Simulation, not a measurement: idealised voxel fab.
Herein follows the process module entitled voxel air gaps.
Shown is cross-section cut, with a width of 175 nm and square cells of size 5 nm.
In this document a cross-section is written as a grid of square cells. It is given as a series of bands, listed from the top down, and a band is one or more rows of cells. Per band: top height and bottom height in nm, followed by the left-to-right materials and their widths in nm; "edge to edge" marks a single material spanning edge to edge, "blank" marks empty space. A quick word on heights: they are counted from 0, and under that level the wafer as it came to us is one material throughout. The lowest band is different from the rest in having no bottom; it simply continues downward, written as in "from 0 down". The width entry "30 to 40" should be interpreted row by row: the top row of cells in the band takes the first number, the bottom row takes the second number, and the change between adjacent rows is uniform throughout. For the purposes of this document, the phrase "remained unchanged" attached to a step denotes that no cell within the cross-section was modified by that step. You'll see "Entrapped voids" listing empty spaces that have no way open to the top, as long as they're 8 cells or more; the notation is width x height at distance, where the distance is from the left edge, and all of it is in nm. On a step's line, text after the settings is the simulator commenting on that step. "overlay nm" denotes, for a step that has a mask, the displacement of the mask to the right of its planned place, with negative values corresponding to the left.
Planned process steps:
1: RECEIVE with material Si
2: CONFORMAL_DEP with material SiO2, thk nm 15
3: CONFORMAL_DEP with material SiCN, thk nm 5
4: DIRECTIONAL_DEP with material lowk, thk nm 35
5: DIRECTIONAL_DEP with material aC, thk nm 15
6: PATTERN with tone open, mask id LINES, material resist, width nm 20, pitch nm 50, thk nm 35, overlay nm -10
7: DIRECTIONAL_ETCH with etch materials aC, depth nm 15
8: STRIP with etch materials resist
9: DIRECTIONAL_ETCH with etch materials lowk, depth nm 35
10: STRIP with etch materials aC
11: CONFORMAL_DEP with material TiN, thk nm 5
12: FILL_DEP with material W, thk nm 10
13: CMP with height nm 55
14: EPI with material Ru, thk nm 10
15: SELECTIVE_ETCH with etch materials lowk, depth nm 45
16: CONFORMAL_DEP with material SiCN, thk nm 5
Every wafer here starts from the same state; it is the step 6 overlay nm that distinguishes them, and the value the plan gives belongs to the first wafer.
Received condition of the first of several wafers, sectioned: post-step 1:
  from 0 down  Si edge to edge
  Entrapped voids: none
The following table contains a row per wafer, in which are reported, at the conclusion of the module, the cells of each material gained (+) or lost (-) since the wafer's receipt, with its closed voids given thereafter:
overlay nm -10, +48 Ru, +148 SiCN, +105 SiO2, +48 TiN, +36 W, Entrapped voids: 10 x 25 at 0; 20 x 25 at 40; 20 x 25 at 90
overlay nm -5, +48 Ru, +148 SiCN, +105 SiO2, +48 TiN, +36 W, Entrapped voids: 20 x 25 at 45; 20 x 25 at 95
overlay nm 0, +48 Ru, +148 SiCN, +105 SiO2, +48 TiN, +36 W, Entrapped voids: 20 x 25 at 50; 20 x 25 at 100
overlay nm 5, +48 Ru, +148 SiCN, +105 SiO2, +48 TiN, +36 W, Entrapped voids: 20 x 25 at 55; 20 x 25 at 105
overlay nm 10, +48 Ru, +148 SiCN, +105 SiO2, +48 TiN, +36 W, Entrapped voids: 20 x 25 at 60; 20 x 25 at 110
overlay nm 15, +48 Ru, +148 SiCN, +105 SiO2, +48 TiN, +36 W, Entrapped voids: 20 x 25 at 65; 20 x 25 at 115; 10 x 25 at 165
